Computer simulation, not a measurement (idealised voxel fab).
Title: Process Module voxel lift off
We display cut, a cross-section 245 nm in width whose square cells are each 5 nm.
For the purposes of this document, a cross-section shall be understood as a grid of square cells, specified as bands listed in top-to-bottom order, each band consisting of one or more rows of cells. Band: top and bottom heights (nm) first, top before bottom; then materials from left to right, widths in nm. "everywhere" marks a sole material filling the band edge to edge. "blank" denotes empty space. Zero point of the height axis is 0; under it, received wafer = one material. Lowest band: continues down indefinitely, "z 0 and below". A width such as "30 to 40" changes by the same amount from each row of cells to the next, from the band's top row to its bottom row. Any step labelled "nothing different" changed none of the cells in the cross-section. "Non-vented voids" contains a list of empty spaces, each no smaller than 8 cells and without an open way to the top, written in the form width x height at distance with the distance from the left edge and all three in nm. Heads up: the bit after the settings on a step's line is the simulator's remark on that step. overlay nm: on a step with a mask, how far right of its planned place the mask lay; negative means left.
Process steps - plan:
1) RECEIVE [material Si]
2) CONFORMAL_DEP [material SiO2] [thk nm 5]
3) PATTERN [tone open] [mask id LINES] [material resist] [width nm 30] [pitch nm 55] [thk nm 20] [overlay nm -15]
4) DIRECTIONAL_DEP [material Ru] [thk nm 10]
5) STRIP [etch materials resist]
6) CONFORMAL_DEP [material SiO2] [thk nm 5]
The wafers in this document start out alike and differ in the overlay nm applied at step 3; the plan shows the value used for the first wafer.
Cross-section, first of several wafers, as delivered after step 1:
    z 0 and below = Si everywhere
    Non-vented voids: none
At the end of the module, after its last step, step 6, the first of several wafers appears in cross-section as follows:
    z 20 to 15 = 60 blank / 40 SiO2 / 15 blank / 40 SiO2 / 90 blank
    z 15 to 10 = 60 blank / 5 SiO2 / 30 Ru / 5 SiO2 / 15 blank / 5 SiO2 / 30 Ru / 5 SiO2 / 90 blank
    z 10 to 5 = 65 SiO2 / 30 Ru / 25 SiO2 / 30 Ru / 95 SiO2
    z 5 to 0 = SiO2 everywhere
    z 0 and below = Si everywhere
    Non-vented voids: none
Cross-section of the final wafer among several, taken at the end of the module:
    z 20 to 15 = 90 blank / 40 SiO2 / 15 blank / 40 SiO2 / 60 blank
    z 15 to 10 = 90 blank / 5 SiO2 / 30 Ru / 5 SiO2 / 15 blank / 5 SiO2 / 30 Ru / 5 SiO2 / 60 blank
    z 10 to 5 = 95 SiO2 / 30 Ru / 25 SiO2 / 30 Ru / 65 SiO2
    z 5 to 0 = SiO2 everywhere
    z 0 and below = Si everywhere
    Non-vented voids: none
For your reference, the table is organized with a row per wafer; each row reflects the wafer at the end of the module, indicating for each material the cells gained (+) or lost (-) since receipt, and thereafter its closed voids:
overlay nm -15 | +24 Ru | +106 SiO2 | Non-vented voids: none
overlay nm -10 | +24 Ru | +106 SiO2 | Non-vented voids: none
overlay nm -5 | +24 Ru | +106 SiO2 | Non-vented voids: none
overlay nm 0 | +24 Ru | +106 SiO2 | Non-vented voids: none
overlay nm 5 | +24 Ru | +106 SiO2 | Non-vented voids: none
overlay nm 10 | +24 Ru | +106 SiO2 | Non-vented voids: none
overlay nm 15 | +24 Ru | +106 SiO2 | Non-vented voids: none
